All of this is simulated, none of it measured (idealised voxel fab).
process module | voxel wiring stack
cross-section cut | 250 nm wide | cells 5 nm
A cross-section is a grid of square cells, given in bands from the top down. A band is one or more rows of cells.
Each band's line starts with the height of the band's top and of its bottom, in nm. Then come its materials from left to right, each with its width in nm. One material with "throughout" fills the band from edge to edge. "air" is empty space.
Height 0 is the level under which the wafer as received is all one material. The lowest band goes on downwards, as in "0 down".
A width such as "30 to 40" changes by the same amount from each row of cells to the next, from the band's top row to its bottom row.
"no change" after a step means that no cell of the cross-section changed.
closed voids: empty space of 8 cells or more with no open way to the top, each as width x height at its distance from the left edge, in nm
after a step's settings: what the simulator itself notes on the step
overlay nm, on a step with a mask: how far to the right of its planned place the mask lay; to the left if negative
plan
1 op RECEIVE | material Si
2 op CONFORMAL_DEP | material SiO2 | thk nm 10
3 op CONFORMAL_DEP | material SiN | thk nm 5
4 op DIRECTIONAL_DEP | material SiO2 | thk nm 15
5 op MASKED_ETCH | tone open | mask id METAL_1 | width nm 25 | pitch nm 50 | etch materials SiO2 | depth nm 15 | overlay nm 0
6 op MASKED_ETCH | tone open | mask id METAL_1 | width nm 25 | pitch nm 50 | etch materials SiN | depth nm 5 | overlay nm 0
7 op CONFORMAL_DEP | material TiN | thk nm 5
8 op FILL_DEP | material Cu | thk nm 10
9 op CMP | height nm 30
10 op EPI | material Ru | thk nm 5
11 op FILL_DEP | material SiCN | thk nm 5
12 op DIRECTIONAL_DEP | material lowk | thk nm 15
13 op MASKED_ETCH | tone open | mask id PLUG_1 | width nm 15 | pitch nm 50 | etch materials lowk | depth nm 15 | overlay nm 0
14 op MASKED_ETCH | tone open | mask id PLUG_1 | width nm 15 | pitch nm 50 | etch materials SiCN | depth nm 5 | overlay nm 0
15 op EPI | material Ru | thk nm 10
16 op EPI | material Ru | thk nm 10
17 op CONFORMAL_DEP | material SiN | thk nm 5
18 op DIRECTIONAL_DEP | material SiO2 | thk nm 25
19 op PATTERN | tone open | mask id METAL_2 | material resist | width nm 25 | pitch nm 50 | thk nm 20 | overlay nm -15
20 op DIRECTIONAL_ETCH | etch materials SiO2 | depth nm 25
21 op DIRECTIONAL_ETCH | etch materials SiN | depth nm 5
22 op STRIP | etch materials resist
23 op CONFORMAL_DEP | material TiN | thk nm 5
24 op FILL_DEP | material Cu | thk nm 5
25 op CMP | height nm 85
26 op CONFORMAL_DEP | material SiN | thk nm 5
varied across the wafers: overlay nm of step 19. The plan shows the first wafer's value. All wafers start alike
first wafer as received, after step 1
  0 down: Si throughout
  closed voids: none
first wafer at the end, after step 26
  90 to 85: SiN throughout
  85 to 60: SiO2 70 | TiN 5 | Cu 15 | TiN 5 | SiO2 25 | TiN 5 | Cu 15 | TiN 5 | SiO2 105
  60 to 55: SiN 70 | TiN 25 | SiN 25 | TiN 25 | SiN 105
  55 to 40: lowk 85 | Ru 15 | lowk 35 | Ru 15 | lowk 100
  40 to 30: SiCN 85 to 80 | Ru 15 to 35 | SiCN 35 to 15 | Ru 15 to 35 | SiCN 100 to 85
  30 to 15: SiO2 85 | TiN 5 | Cu 15 | TiN 5 | SiO2 25 | TiN 5 | Cu 15 | TiN 5 | SiO2 90
  15 to 10: SiN 85 | TiN 25 | SiN 25 | TiN 25 | SiN 90
  10 to 0: SiO2 throughout
  0 down: Si throughout
  closed voids: none
last wafer at the end
  90 to 85: SiN throughout
  85 to 60: SiO2 100 | TiN 5 | Cu 15 | TiN 5 | SiO2 25 | TiN 5 | Cu 15 | TiN 5 | SiO2 75
  60 to 55: SiN 100 | TiN 25 | SiN 25 | TiN 25 | SiN 75
  55 to 40: lowk 85 | Ru 15 | lowk 35 | Ru 15 | lowk 100
  40 to 30: SiCN 85 to 80 | Ru 15 to 35 | SiCN 35 to 15 | Ru 15 to 35 | SiCN 100 to 85
  30 to 15: SiO2 85 | TiN 5 | Cu 15 | TiN 5 | SiO2 25 | TiN 5 | Cu 15 | TiN 5 | SiO2 90
  15 to 10: SiN 85 | TiN 25 | SiN 25 | TiN 25 | SiN 90
  10 to 0: SiO2 throughout
  0 down: Si throughout
  closed voids: none
each wafer at the end: cells of each material gained (+) or lost (-) since it was received, then its closed voids
overlay nm -15 | +48 Cu | +38 Ru | +80 SiCN | +130 SiN | +420 SiO2 | +52 TiN | +132 lowk | closed voids: none
overlay nm -10 | +48 Cu | +38 Ru | +80 SiCN | +130 SiN | +420 SiO2 | +52 TiN | +132 lowk | closed voids: none
overlay nm -5 | +48 Cu | +38 Ru | +80 SiCN | +130 SiN | +420 SiO2 | +52 TiN | +132 lowk | closed voids: none
overlay nm 0 | +48 Cu | +38 Ru | +80 SiCN | +130 SiN | +420 SiO2 | +52 TiN | +132 lowk | closed voids: none
overlay nm 5 | +48 Cu | +38 Ru | +80 SiCN | +130 SiN | +420 SiO2 | +52 TiN | +132 lowk | closed voids: none
overlay nm 10 | +48 Cu | +38 Ru | +80 SiCN | +130 SiN | +420 SiO2 | +52 TiN | +132 lowk | closed voids: none
overlay nm 15 | +48 Cu | +38 Ru | +80 SiCN | +130 SiN | +420 SiO2 | +52 TiN | +132 lowk | closed voids: none
